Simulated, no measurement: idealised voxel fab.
Proc. module: voxel transistor to metal
Cross-section cut spans 295 nm and uses square cells 5 nm in size.
When this document writes out a cross-section, it uses a grid of square cells and lists it as bands, beginning at the top and moving down, with a band standing for one or more rows of cells.
The entry gives the band's vertical extent as a top height and a bottom height in nm, then its horizontal make-up as materials from left to right, each with a width in nm. "blank" stands for empty space; a single material marked "throughout" fills the band edge to edge.
It should be noted that heights are counted from 0, beneath which the wafer as supplied is of one material throughout, and that the lowest band possesses no lower boundary but continues downward, as written in "0 nm and below".
Graded width ("30 to 40"): value in top row of band = first number; value in bottom row = second number; row-to-row change constant.
"no alterations made", as given for a step, is the statement that not any cell of the cross-section underwent a change during that step.
For the entry "Closed void listing", the listed items are empty spaces with no open way to the top whose size is 8 cells or more; each item follows the pattern width x height at distance, where distance is from the left edge and all three are in nm.
The remark found on a step's line after its settings is issued by the simulator itself and pertains to that step.
The optional step-line setting "overlay nm" applies to steps with a mask and quantifies how far to the right of its planned location the mask lay, a negative value indicating leftward placement.
Pairs, read this way: before one process step on the one hand, after it on the other, the after cross-section ending at the lowest band that changed; the step between, settings included, beneath. Same starting wafer throughout, but possibly different runs of this module, so no pair continues from the pair above unless its entry headed "Geometry before processing" says so.
Geometry before processing:
    80 nm to 70 nm  aC throughout
    70 nm to 50 nm  W throughout
    50 nm to 45 nm  TiN throughout
    45 nm to 35 nm  SiO2 25 nm | TiN 5 nm | Ru 25 to 20 nm | TiN 5 to 10 nm | SiO2 30 nm | TiN 5 to 10 nm | Ru 25 to 20 nm | TiN 5 nm | SiO2 40 nm | TiN 5 nm | Ru 25 to 20 nm | TiN 5 to 10 nm | SiO2 30 nm | TiN 5 to 10 nm | Ru 25 to 20 nm | TiN 5 nm | SiO2 30 nm
    35 nm to 25 nm  SiO2 25 nm | TiN 5 nm | Ru 20 nm | TiN 5 nm | SiN 5 nm | SiO2 5 nm | SiCN 20 nm | SiO2 5 nm | SiN 5 nm | TiN 5 nm | Ru 20 nm | TiN 5 nm | SiO2 40 nm | TiN 5 nm | Ru 20 nm | TiN 5 nm | SiN 5 nm | SiO2 5 nm | SiCN 20 nm | SiO2 5 nm | SiN 5 nm | TiN 5 nm | Ru 20 nm | TiN 5 nm | SiO2 30 nm
    25 nm to 10 nm  SiO2 25 nm | TiN 5 nm | Ru 20 nm | TiN 5 nm | SiN 5 nm | SiO2 5 nm | polySi 20 nm | SiO2 5 nm | SiN 5 nm | TiN 5 nm | Ru 20 nm | TiN 5 nm | SiO2 40 nm | TiN 5 nm | Ru 20 nm | TiN 5 nm | SiN 5 nm | SiO2 5 nm | polySi 20 nm | SiO2 5 nm | SiN 5 nm | TiN 5 nm | Ru 20 nm | TiN 5 nm | SiO2 30 nm
    10 nm to 5 nm  SiO2 25 nm | TiN 30 nm | SiN 5 nm | SiO2 5 nm | polySi 20 nm | SiO2 5 nm | SiN 5 nm | TiN 30 nm | SiO2 40 nm | TiN 30 nm | SiN 5 nm | SiO2 5 nm | polySi 20 nm | SiO2 5 nm | SiN 5 nm | TiN 30 nm | SiO2 30 nm
    5 nm to 0 nm  SiO2 20 nm | SiGe 35 nm | SiN 5 nm | SiO2 5 nm | polySi 20 nm | SiO2 5 nm | SiN 5 nm | SiGe 35 nm | SiO2 30 nm | SiGe 35 nm | SiN 5 nm | SiO2 5 nm | polySi 20 nm | SiO2 5 nm | SiN 5 nm | SiGe 35 nm | SiO2 25 nm
    0 nm to -5 nm  SiO2 20 nm | SiN 5 nm | SiGe 30 nm | SiN 5 nm | SiO2 5 nm | polySi 20 nm | SiO2 5 nm | SiN 5 nm | SiGe 30 nm | SiN 5 nm | SiO2 30 nm | SiN 5 nm | SiGe 30 nm | SiN 5 nm | SiO2 5 nm | polySi 20 nm | SiO2 5 nm | SiN 5 nm | SiGe 30 nm | SiN 5 nm | SiO2 25 nm
    -5 nm to -10 nm  SiO2 25 nm | SiGe 30 nm | SiO2 40 nm | SiGe 30 nm | SiO2 40 nm | SiGe 30 nm | SiO2 40 nm | SiGe 30 nm | SiO2 30 nm
    -10 nm to -20 nm  SiO2 20 nm | Si 5 nm | SiGe 30 nm | Si 40 nm | SiGe 30 nm | Si 5 nm | SiO2 30 nm | Si 5 nm | SiGe 30 nm | Si 40 nm | SiGe 30 nm | Si 5 nm | SiO2 25 nm
    -20 nm to -35 nm  SiO2 20 nm | Si 110 nm | SiO2 30 nm | Si 110 nm | SiO2 25 nm
    -35 nm and below  Si throughout
    Closed void listing: none
Resulting Cross-Section:
    105 nm to 80 nm  blank 25 nm | resist 20 nm | blank 60 nm | resist 20 nm | blank 40 nm | resist 20 nm | blank 60 nm | resist 20 nm | blank 30 nm
    Everything under 80 stays put, no change at all.
    Closed void listing: none
So what happens between those two cross-sections up there? PATTERN | tone cover | mask id METAL_1 | material resist | width nm 20 | thk nm 25 | overlay nm 0
Geometry before processing: no separate figure, the pair right above already shows it after its step.
Resulting Cross-Section:
    95 nm to 80 nm  blank 25 nm | resist 20 nm | blank 60 nm | resist 20 nm | blank 40 nm | resist 20 nm | blank 60 nm | resist 20 nm | blank 30 nm
    80 nm to 70 nm  blank 25 nm | aC 20 nm | blank 60 nm | aC 20 nm | blank 40 nm | aC 20 nm | blank 60 nm | aC 20 nm | blank 30 nm
    Everything under 70 stays put, no change at all.
    Closed void listing: none
So what happens between those two cross-sections up there? DIRECTIONAL_ETCH | etch materials aC | depth nm 10
Geometry before processing: no separate figure, the pair right above already shows it after its step.
Resulting Cross-Section:
    80 nm to 70 nm  blank 25 nm | aC 20 nm | blank 60 nm | aC 20 nm | blank 40 nm | aC 20 nm | blank 60 nm | aC 20 nm | blank 30 nm
    Everything under 70 stays put, no change at all.
    Closed void listing: none
So what happens between those two cross-sections up there? STRIP | etch materials resist
Geometry before processing: no separate figure, the pair right above already shows it after its step.
Resulting Cross-Section:
    80 nm to 70 nm  blank 25 nm | aC 20 nm | blank 60 nm | aC 20 nm | blank 40 nm | aC 20 nm | blank 60 nm | aC 20 nm | blank 30 nm
    70 nm to 50 nm  blank 25 nm | W 20 nm | blank 60 nm | W 20 nm | blank 40 nm | W 20 nm | blank 60 nm | W 20 nm | blank 30 nm
    Everything under 50 stays put, no change at all.
    Closed void listing: none
So what happens between those two cross-sections up there? DIRECTIONAL_ETCH | etch materials W | depth nm 20
Geometry before processing: no separate figure, the pair right above already shows it after its step.
Resulting Cross-Section:
    80 nm to 70 nm  blank 25 nm | aC 20 nm | blank 60 nm | aC 20 nm | blank 40 nm | aC 20 nm | blank 60 nm | aC 20 nm | blank 30 nm
    70 nm to 50 nm  blank 25 nm | W 20 nm | blank 60 nm | W 20 nm | blank 40 nm | W 20 nm | blank 60 nm | W 20 nm | blank 30 nm
    50 nm to 45 nm  blank 25 nm | TiN 20 nm | blank 60 nm | TiN 20 nm | blank 40 nm | TiN 20 nm | blank 60 nm | TiN 20 nm | blank 30 nm
    Everything under 45 stays put, no change at all.
    Closed void listing: none
So what happens between those two cross-sections up there? DIRECTIONAL_ETCH | etch materials TiN | depth nm 5
Geometry before processing: no separate figure, the pair right above already shows it after its step.
Resulting Cross-Section:
    70 nm to 50 nm  blank 25 nm | W 20 nm | blank 60 nm | W 20 nm | blank 40 nm | W 20 nm | blank 60 nm | W 20 nm | blank 30 nm
    Everything under 50 stays put, no change at all.
    Closed void listing: none
So what happens between those two cross-sections up there? STRIP | etch materials aC
Geometry before processing: no separate figure, the pair right above already shows it after its step.
Resulting Cross-Section:
    75 nm to 70 nm  blank 20 nm | SiN 30 nm | blank 50 nm | SiN 30 nm | blank 30 nm | SiN 30 nm | blank 50 nm | SiN 30 nm | blank 25 nm
    70 nm to 50 nm  blank 20 nm | SiN 5 nm | W 20 nm | SiN 5 nm | blank 50 nm | SiN 5 nm | W 20 nm | SiN 5 nm | blank 30 nm | SiN 5 nm | W 20 nm | SiN 5 nm | blank 50 nm | SiN 5 nm | W 20 nm | SiN 5 nm | blank 25 nm
    50 nm to 45 nm  SiN 25 nm | TiN 20 nm | SiN 60 nm | TiN 20 nm | SiN 40 nm | TiN 20 nm | SiN 60 nm | TiN 20 nm | SiN 30 nm
    Everything under 45 stays put, no change at all.
    Closed void listing: none
So what happens between those two cross-sections up there? CONFORMAL_DEP | material SiN | thk nm 5
Geometry before processing: no separate figure, the pair right above already shows it after its step.
Resulting Cross-Section:
    85 nm to 75 nm  SiO2 throughout
    75 nm to 70 nm  SiO2 20 nm | SiN 30 nm | SiO2 50 nm | SiN 30 nm | SiO2 30 nm | SiN 30 nm | SiO2 50 nm | SiN 30 nm | SiO2 25 nm
    70 nm to 50 nm  SiO2 20 nm | SiN 5 nm | W 20 nm | SiN 5 nm | SiO2 50 nm | SiN 5 nm | W 20 nm | SiN 5 nm | SiO2 30 nm | SiN 5 nm | W 20 nm | SiN 5 nm | SiO2 50 nm | SiN 5 nm | W 20 nm | SiN 5 nm | SiO2 25 nm
    Everything under 50 stays put, no change at all.
    Closed void listing: none
So what happens between those two cross-sections up there? FILL_DEP | material SiO2 | thk nm 10
Geometry before processing: no separate figure, the pair right above already shows it after its step.
Resulting Cross-Section:
    70 nm to 50 nm  SiO2 20 nm | SiN 5 nm | W 20 nm | SiN 5 nm | SiO2 50 nm | SiN 5 nm | W 20 nm | SiN 5 nm | SiO2 30 nm | SiN 5 nm | W 20 nm | SiN 5 nm | SiO2 50 nm | SiN 5 nm | W 20 nm | SiN 5 nm | SiO2 25 nm
    Everything under 50 stays put, no change at all.
    Closed void listing: none
So what happens between those two cross-sections up there? CMP | height nm 70
Geometry before processing: no separate figure, the pair right above already shows it after its step.
Resulting Cross-Section:
    75 nm to 70 nm  SiCN throughout
    Everything under 70 stays put, no change at all.
    Closed void listing: none
So what happens between those two cross-sections up there? CONFORMAL_DEP | material SiCN | thk nm 5
Geometry before processing:
    85 nm to 75 nm  SiO2 throughout
    75 nm to 70 nm  SiO2 20 nm | SiN 30 nm | SiO2 50 nm | SiN 30 nm | SiO2 30 nm | SiN 30 nm | SiO2 50 nm | SiN 30 nm | SiO2 25 nm
    70 nm to 50 nm  SiO2 20 nm | SiN 5 nm | W 20 nm | SiN 5 nm | SiO2 50 nm | SiN 5 nm | W 20 nm | SiN 5 nm | SiO2 30 nm | SiN 5 nm | W 20 nm | SiN 5 nm | SiO2 50 nm | SiN 5 nm | W 20 nm | SiN 5 nm | SiO2 25 nm
    50 nm to 45 nm  SiN 25 nm | TiN 20 nm | SiN 60 nm | TiN 20 nm | SiN 40 nm | TiN 20 nm | SiN 60 nm | TiN 20 nm | SiN 30 nm
    45 nm to 35 nm  SiO2 25 nm | TiN 5 nm | Ru 25 to 20 nm | TiN 5 to 10 nm | SiO2 30 nm | TiN 5 to 10 nm | Ru 25 to 20 nm | TiN 5 nm | SiO2 40 nm | TiN 5 nm | Ru 25 to 20 nm | TiN 5 to 10 nm | SiO2 30 nm | TiN 5 to 10 nm | Ru 25 to 20 nm | TiN 5 nm | SiO2 30 nm
    35 nm to 25 nm  SiO2 25 nm | TiN 5 nm | Ru 20 nm | TiN 5 nm | SiN 5 nm | SiO2 5 nm | SiCN 20 nm | SiO2 5 nm | SiN 5 nm | TiN 5 nm | Ru 20 nm | TiN 5 nm | SiO2 40 nm | TiN 5 nm | Ru 20 nm | TiN 5 nm | SiN 5 nm | SiO2 5 nm | SiCN 20 nm | SiO2 5 nm | SiN 5 nm | TiN 5 nm | Ru 20 nm | TiN 5 nm | SiO2 30 nm
    25 nm to 10 nm  SiO2 25 nm | TiN 5 nm | Ru 20 nm | TiN 5 nm | SiN 5 nm | SiO2 5 nm | polySi 20 nm | SiO2 5 nm | SiN 5 nm | TiN 5 nm | Ru 20 nm | TiN 5 nm | SiO2 40 nm | TiN 5 nm | Ru 20 nm | TiN 5 nm | SiN 5 nm | SiO2 5 nm | polySi 20 nm | SiO2 5 nm | SiN 5 nm | TiN 5 nm | Ru 20 nm | TiN 5 nm | SiO2 30 nm
    10 nm to 5 nm  SiO2 25 nm | TiN 30 nm | SiN 5 nm | SiO2 5 nm | polySi 20 nm | SiO2 5 nm | SiN 5 nm | TiN 30 nm | SiO2 40 nm | TiN 30 nm | SiN 5 nm | SiO2 5 nm | polySi 20 nm | SiO2 5 nm | SiN 5 nm | TiN 30 nm | SiO2 30 nm
    5 nm to 0 nm  SiO2 20 nm | SiGe 35 nm | SiN 5 nm | SiO2 5 nm | polySi 20 nm | SiO2 5 nm | SiN 5 nm | SiGe 35 nm | SiO2 30 nm | SiGe 35 nm | SiN 5 nm | SiO2 5 nm | polySi 20 nm | SiO2 5 nm | SiN 5 nm | SiGe 35 nm | SiO2 25 nm
    0 nm to -5 nm  SiO2 20 nm | SiN 5 nm | SiGe 30 nm | SiN 5 nm | SiO2 5 nm | polySi 20 nm | SiO2 5 nm | SiN 5 nm | SiGe 30 nm | SiN 5 nm | SiO2 30 nm | SiN 5 nm | SiGe 30 nm | SiN 5 nm | SiO2 5 nm | polySi 20 nm | SiO2 5 nm | SiN 5 nm | SiGe 30 nm | SiN 5 nm | SiO2 25 nm
    -5 nm to -10 nm  SiO2 25 nm | SiGe 30 nm | SiO2 40 nm | SiGe 30 nm | SiO2 40 nm | SiGe 30 nm | SiO2 40 nm | SiGe 30 nm | SiO2 30 nm
    -10 nm to -20 nm  SiO2 20 nm | Si 5 nm | SiGe 30 nm | Si 40 nm | SiGe 30 nm | Si 5 nm | SiO2 30 nm | Si 5 nm | SiGe 30 nm | Si 40 nm | SiGe 30 nm | Si 5 nm | SiO2 25 nm
    -20 nm to -35 nm  SiO2 20 nm | Si 110 nm | SiO2 30 nm | Si 110 nm | SiO2 25 nm
    -35 nm and below  Si throughout
    Closed void listing: none
Resulting Cross-Section:
    90 nm to 85 nm  SiCN throughout
    Everything under 85 stays put, no change at all.
    Closed void listing: none
So what happens between those two cross-sections up there? CONFORMAL_DEP | material SiCN | thk nm 5
Geometry before processing:
    25 nm to 10 nm  blank 20 nm | aC 110 nm | blank 30 nm | aC 110 nm | blank 25 nm
    10 nm to 0 nm  blank 20 nm | SiN 110 nm | blank 30 nm | SiN 110 nm | blank 25 nm
    0 nm to -5 nm  blank 20 nm | SiO2 110 nm | blank 30 nm | SiO2 110 nm | blank 25 nm
    -5 nm to -35 nm  blank 20 nm | Si 110 nm | blank 30 nm | Si 110 nm | blank 25 nm
    -35 nm and below  Si throughout
    Closed void listing: none
Resulting Cross-Section:
    25 nm to 10 nm  blank 20 nm | aC 110 nm | blank 30 nm | aC 110 nm | blank 25 nm
    10 nm to 0 nm  blank 20 nm | SiN 110 nm | blank 30 nm | SiN 110 nm | blank 25 nm
    0 nm to -5 nm  blank 20 nm | SiO2 110 nm | blank 30 nm | SiO2 110 nm | blank 25 nm
    -5 nm to -65 nm  blank 20 nm | Si 110 nm | blank 30 nm | Si 110 nm | blank 25 nm
    Everything under -65 stays put, no change at all.
    Closed void listing: none
So what happens between those two cross-sections up there? DIRECTIONAL_ETCH | etch materials Si | depth nm 30
Geometry before processing: no separate figure, the pair right above already shows it after its step.
Resulting Cross-Section:
    10 nm to 0 nm  blank 20 nm | SiN 110 nm | blank 30 nm | SiN 110 nm | blank 25 nm
    Everything under 0 stays put, no change at all.
    Closed void listing: none
So what happens between those two cross-sections up there? STRIP | etch materials aC
Geometry before processing: no separate figure, the pair right above already shows it after its step.
Resulting Cross-Section:
    15 nm to 10 nm  SiO2 throughout
    10 nm to 0 nm  SiO2 20 nm | SiN 110 nm | SiO2 30 nm | SiN 110 nm | SiO2 25 nm
    0 nm to -5 nm  SiO2 throughout
    -5 nm to -65 nm  SiO2 20 nm | Si 110 nm | SiO2 30 nm | Si 110 nm | SiO2 25 nm
    Everything under -65 stays put, no change at all.
    Closed void listing: none
So what happens between those two cross-sections up there? FILL_DEP | material SiO2 | thk nm 5
Geometry before processing: no separate figure, the pair right above already shows it after its step.
Resulting Cross-Section:
    10 nm to 0 nm  SiO2 20 nm | SiN 110 nm | SiO2 30 nm | SiN 110 nm | SiO2 25 nm
    Everything under 0 stays put, no change at all.
    Closed void listing: none
So what happens between those two cross-sections up there? CMP | height nm 10
Geometry before processing: no separate figure, the pair right above already shows it after its step.
Resulting Cross-Section:
    10 nm to 5 nm  blank 20 nm | SiN 110 nm | blank 30 nm | SiN 110 nm | blank 25 nm
    Everything under 5 stays put, no change at all.
    Closed void listing: none
So what happens between those two cross-sections up there? SELECTIVE_ETCH | etch materials SiO2 | depth nm 5
Geometry before processing: no separate figure, the pair right above already shows it after its step.
Resulting Cross-Section:
    5 nm to 0 nm  SiO2 20 nm | blank 110 nm | SiO2 30 nm | blank 110 nm | SiO2 25 nm
    Everything under 0 stays put, no change at all.
    Closed void listing: none
So what happens between those two cross-sections up there? STRIP | etch materials SiN
Geometry before processing: no separate figure, the pair right above already shows it after its step.
Resulting Cross-Section:
    0 nm to -5 nm  SiO2 15 nm | blank 120 nm | SiO2 20 nm | blank 120 nm | SiO2 20 nm
    Everything under -5 stays put, no change at all.
    Closed void listing: none
So what happens between those two cross-sections up there? SELECTIVE_ETCH | etch materials SiO2 | depth nm 5
Geometry before processing: no separate figure, the pair right above already shows it after its step.
Resulting Cross-Section:
    0 nm to -5 nm  SiO2 15 nm | blank 120 nm | SiO2 20 nm | blank 120 nm | SiO2 20 nm
    -5 nm to -10 nm  SiO2 throughout
    Everything under -10 stays put, no change at all.
    Closed void listing: none
So what happens between those two cross-sections up there? OXIDIZE | depth nm 5
Geometry before processing: no separate figure, the pair right above already shows it after its step.
Resulting Cross-Section:
    30 nm to 25 nm  polySi 15 nm | blank 120 nm | polySi 20 nm | blank 120 nm | polySi 20 nm
    25 nm to 0 nm  polySi throughout
    0 nm to -5 nm  SiO2 15 nm | polySi 120 nm | SiO2 20 nm | polySi 120 nm | SiO2 20 nm
    Everything under -5 stays put, no change at all.
    Closed void listing: none
So what happens between those two cross-sections up there? DIRECTIONAL_DEP | material polySi | thk nm 30
Geometry before processing: no separate figure, the pair right above already shows it after its step.
Resulting Cross-Section:
    40 nm to 35 nm  SiCN 15 nm | blank 120 nm | SiCN 20 nm | blank 120 nm | SiCN 20 nm
    35 nm to 30 nm  SiCN throughout
    30 nm to 25 nm  polySi 15 nm | SiCN 120 nm | polySi 20 nm | SiCN 120 nm | polySi 20 nm
    Everything under 25 stays put, no change at all.
    Closed void listing: none
So what happens between those two cross-sections up there? DIRECTIONAL_DEP | material SiCN | thk nm 10
Geometry before processing: no separate figure, the pair right above already shows it after its step.
Resulting Cross-Section:
    60 nm to 40 nm  blank 65 nm | resist 20 nm | blank 120 nm | resist 20 nm | blank 70 nm
    40 nm to 35 nm  SiCN 15 nm | blank 50 nm | resist 20 nm | blank 50 nm | SiCN 20 nm | blank 50 nm | resist 20 nm | blank 50 nm | SiCN 20 nm
    Everything under 35 stays put, no change at all.
    Closed void listing: none
So what happens between those two cross-sections up there? PATTERN | tone cover | mask id GATE | material resist | width nm 20 | pitch nm 140 | thk nm 20 | overlay nm 0
Geometry before processing: no separate figure, the pair right above already shows it after its step.
Resulting Cross-Section:
    60 nm to 35 nm  blank 65 nm | resist 20 nm | blank 120 nm | resist 20 nm | blank 70 nm
    35 nm to 30 nm  blank 65 nm | SiCN 20 nm | blank 120 nm | SiCN 20 nm | blank 70 nm
    30 nm to 25 nm  polySi 15 nm | blank 50 nm | SiCN 20 nm | blank 50 nm | polySi 20 nm | blank 50 nm | SiCN 20 nm | blank 50 nm | polySi 20 nm
    Everything under 25 stays put, no change at all.
    Closed void listing: none
So what happens between those two cross-sections up there? DIRECTIONAL_ETCH | etch materials SiCN | depth nm 20
Geometry before processing: no separate figure, the pair right above already shows it after its step.
Resulting Cross-Section:
    60 nm to 35 nm  blank 65 nm | resist 20 nm | blank 120 nm | resist 20 nm | blank 70 nm
    35 nm to 25 nm  blank 65 nm | SiCN 20 nm | blank 120 nm | SiCN 20 nm | blank 70 nm
    25 nm to 0 nm  blank 65 nm | polySi 20 nm | blank 120 nm | polySi 20 nm | blank 70 nm
    0 nm to -5 nm  SiO2 15 nm | blank 50 nm | polySi 20 nm | blank 50 nm | SiO2 20 nm | blank 50 nm | polySi 20 nm | blank 50 nm | SiO2 20 nm
    Everything under -5 stays put, no change at all.
    Closed void listing: none
So what happens between those two cross-sections up there? DIRECTIONAL_ETCH | etch materials polySi | depth nm 40
Geometry before processing: no separate figure, the pair right above already shows it after its step.
Resulting Cross-Section:
    35 nm to 25 nm  blank 65 nm | SiCN 20 nm | blank 120 nm | SiCN 20 nm | blank 70 nm
    Everything under 25 stays put, no change at all.
    Closed void listing: none
So what happens between those two cross-sections up there? STRIP | etch materials resist
Geometry before processing: no separate figure, the pair right above already shows it after its step.
Resulting Cross-Section:
    40 nm to 35 nm  blank 60 nm | SiO2 30 nm | blank 110 nm | SiO2 30 nm | blank 65 nm
    35 nm to 25 nm  blank 60 nm | SiO2 5 nm | SiCN 20 nm | SiO2 5 nm | blank 110 nm | SiO2 5 nm | SiCN 20 nm | SiO2 5 nm | blank 65 nm
    25 nm to 5 nm  blank 60 nm | SiO2 5 nm | polySi 20 nm | SiO2 5 nm | blank 110 nm | SiO2 5 nm | polySi 20 nm | SiO2 5 nm | blank 65 nm
    5 nm to 0 nm  SiO2 20 nm | blank 40 nm | SiO2 5 nm | polySi 20 nm | SiO2 5 nm | blank 40 nm | SiO2 30 nm | blank 40 nm | SiO2 5 nm | polySi 20 nm | SiO2 5 nm | blank 40 nm | SiO2 25 nm
    0 nm to -5 nm  SiO2 65 nm | polySi 20 nm | SiO2 120 nm | polySi 20 nm | SiO2 70 nm
    Everything under -5 stays put, no change at all.
    Closed void listing: none
So what happens between those two cross-sections up there? CONFORMAL_DEP | material SiO2 | thk nm 5
Geometry before processing: no separate figure, the pair right above already shows it after its step.
Resulting Cross-Section:
    35 nm to 25 nm  blank 60 nm | SiO2 5 nm | SiCN 20 nm | SiO2 5 nm | blank 110 nm | SiO2 5 nm | SiCN 20 nm | SiO2 5 nm | blank 65 nm
    25 nm to 0 nm  blank 60 nm | SiO2 5 nm | polySi 20 nm | SiO2 5 nm | blank 110 nm | SiO2 5 nm | polySi 20 nm | SiO2 5 nm | blank 65 nm
    0 nm to -5 nm  SiO2 20 nm | blank 40 nm | SiO2 5 nm | polySi 20 nm | SiO2 5 nm | blank 40 nm | SiO2 30 nm | blank 40 nm | SiO2 5 nm | polySi 20 nm | SiO2 5 nm | blank 40 nm | SiO2 25 nm
    Everything under -5 stays put, no change at all.
    Closed void listing: none
So what happens between those two cross-sections up there? DIRECTIONAL_ETCH | etch materials SiO2 | depth nm 5
Geometry before processing: no separate figure, the pair right above already shows it after its step.
Resulting Cross-Section:
    40 nm to 35 nm  blank 55 nm | SiN 40 nm | blank 100 nm | SiN 40 nm | blank 60 nm
    35 nm to 25 nm  blank 55 nm | SiN 5 nm | SiO2 5 nm | SiCN 20 nm | SiO2 5 nm | SiN 5 nm | blank 100 nm | SiN 5 nm | SiO2 5 nm | SiCN 20 nm | SiO2 5 nm | SiN 5 nm | blank 60 nm
    25 nm to 5 nm  blank 55 nm | SiN 5 nm | SiO2 5 nm | polySi 20 nm | SiO2 5 nm | SiN 5 nm | blank 100 nm | SiN 5 nm | SiO2 5 nm | polySi 20 nm | SiO2 5 nm | SiN 5 nm | blank 60 nm
    5 nm to 0 nm  SiN 25 nm | blank 30 nm | SiN 5 nm | SiO2 5 nm | polySi 20 nm | SiO2 5 nm | SiN 5 nm | blank 30 nm | SiN 40 nm | blank 30 nm | SiN 5 nm | SiO2 5 nm | polySi 20 nm | SiO2 5 nm | SiN 5 nm | blank 30 nm | SiN 30 nm
    0 nm to -5 nm  SiO2 20 nm | SiN 40 nm | SiO2 5 nm | polySi 20 nm | SiO2 5 nm | SiN 40 nm | SiO2 30 nm | SiN 40 nm | SiO2 5 nm | polySi 20 nm | SiO2 5 nm | SiN 40 nm | SiO2 25 nm
    Everything under -5 stays put, no change at all.
    Closed void listing: none
So what happens between those two cross-sections up there? CONFORMAL_DEP | material SiN | thk nm 5
Geometry before processing: no separate figure, the pair right above already shows it after its step.
Resulting Cross-Section:
    35 nm to 25 nm  blank 55 nm | SiN 5 nm | SiO2 5 nm | SiCN 20 nm | SiO2 5 nm | SiN 5 nm | blank 100 nm | SiN 5 nm | SiO2 5 nm | SiCN 20 nm | SiO2 5 nm | SiN 5 nm | blank 60 nm
    25 nm to 0 nm  blank 55 nm | SiN 5 nm | SiO2 5 nm | polySi 20 nm | SiO2 5 nm | SiN 5 nm | blank 100 nm | SiN 5 nm | SiO2 5 nm | polySi 20 nm | SiO2 5 nm | SiN 5 nm | blank 60 nm
    0 nm to -5 nm  SiO2 20 nm | SiN 5 nm | blank 30 nm | SiN 5 nm | SiO2 5 nm | polySi 20 nm | SiO2 5 nm | SiN 5 nm | blank 30 nm | SiN 5 nm | SiO2 30 nm | SiN 5 nm | blank 30 nm | SiN 5 nm | SiO2 5 nm | polySi 20 nm | SiO2 5 nm | SiN 5 nm | blank 30 nm | SiN 5 nm | SiO2 25 nm
    Everything under -5 stays put, no change at all.
    Closed void listing: none
So what happens between those two cross-sections up there? DIRECTIONAL_ETCH | etch materials SiN | depth nm 5
Geometry before processing: no separate figure, the pair right above already shows it after its step.
Resulting Cross-Section:
    35 nm to 30 nm  blank 55 nm | SiN 5 nm | blank 5 nm | SiCN 20 nm | blank 5 nm | SiN 5 nm | blank 100 nm | SiN 5 nm | blank 5 nm | SiCN 20 nm | blank 5 nm | SiN 5 nm | blank 60 nm
    30 nm to 25 nm  blank 55 nm | SiN 5 nm | SiO2 5 nm | SiCN 20 nm | SiO2 5 nm | SiN 5 nm | blank 100 nm | SiN 5 nm | SiO2 5 nm | SiCN 20 nm | SiO2 5 nm | SiN 5 nm | blank 60 nm
    25 nm to 0 nm  blank 55 nm | SiN 5 nm | SiO2 5 nm | polySi 20 nm | SiO2 5 nm | SiN 5 nm | blank 100 nm | SiN 5 nm | SiO2 5 nm | polySi 20 nm | SiO2 5 nm | SiN 5 nm | blank 60 nm
    0 nm to -5 nm  blank 20 nm | SiN 5 nm | blank 30 nm | SiN 5 nm | SiO2 5 nm | polySi 20 nm | SiO2 5 nm | SiN 5 nm | blank 30 nm | SiN 5 nm | blank 30 nm | SiN 5 nm | blank 30 nm | SiN 5 nm | SiO2 5 nm | polySi 20 nm | SiO2 5 nm | SiN 5 nm | blank 30 nm | SiN 5 nm | blank 25 nm
    -5 nm to -10 nm  SiO2 25 nm | blank 30 nm | SiO2 40 nm | blank 30 nm | SiO2 40 nm | blank 30 nm | SiO2 40 nm | blank 30 nm | SiO2 30 nm
    Everything under -10 stays put, no change at all.
    Closed void listing: none
So what happens between those two cross-sections up there? DIRECTIONAL_ETCH | etch materials SiO2 | depth nm 5
Geometry before processing: no separate figure, the pair right above already shows it after its step.
Resulting Cross-Section:
    35 nm to 30 nm  blank 55 nm | SiN 5 nm | blank 5 nm | SiCN 20 nm | blank 5 nm | SiN 5 nm | blank 100 nm | SiN 5 nm | blank 5 nm | SiCN 20 nm | blank 5 nm | SiN 5 nm | blank 60 nm
    30 nm to 25 nm  blank 55 nm | SiN 5 nm | SiO2 5 nm | SiCN 20 nm | SiO2 5 nm | SiN 5 nm | blank 100 nm | SiN 5 nm | SiO2 5 nm | SiCN 20 nm | SiO2 5 nm | SiN 5 nm | blank 60 nm
    25 nm to 0 nm  blank 55 nm | SiN 5 nm | SiO2 5 nm | polySi 20 nm | SiO2 5 nm | SiN 5 nm | blank 100 nm | SiN 5 nm | SiO2 5 nm | polySi 20 nm | SiO2 5 nm | SiN 5 nm | blank 60 nm
    0 nm to -5 nm  blank 20 nm | SiN 5 nm | blank 30 nm | SiN 5 nm | SiO2 5 nm | polySi 20 nm | SiO2 5 nm | SiN 5 nm | blank 30 nm | SiN 5 nm | blank 30 nm | SiN 5 nm | blank 30 nm | SiN 5 nm | SiO2 5 nm | polySi 20 nm | SiO2 5 nm | SiN 5 nm | blank 30 nm | SiN 5 nm | blank 25 nm
    -5 nm to -10 nm  SiO2 25 nm | blank 30 nm | SiO2 40 nm | blank 30 nm | SiO2 40 nm | blank 30 nm | SiO2 40 nm | blank 30 nm | SiO2 30 nm
    -10 nm to -20 nm  SiO2 20 nm | Si 5 nm | blank 30 nm | Si 40 nm | blank 30 nm | Si 5 nm | SiO2 30 nm | Si 5 nm | blank 30 nm | Si 40 nm | blank 30 nm | Si 5 nm | SiO2 25 nm
    Everything under -20 stays put, no change at all.
    Closed void listing: none
So what happens between those two cross-sections up there? DIRECTIONAL_ETCH | etch materials Si | depth nm 10
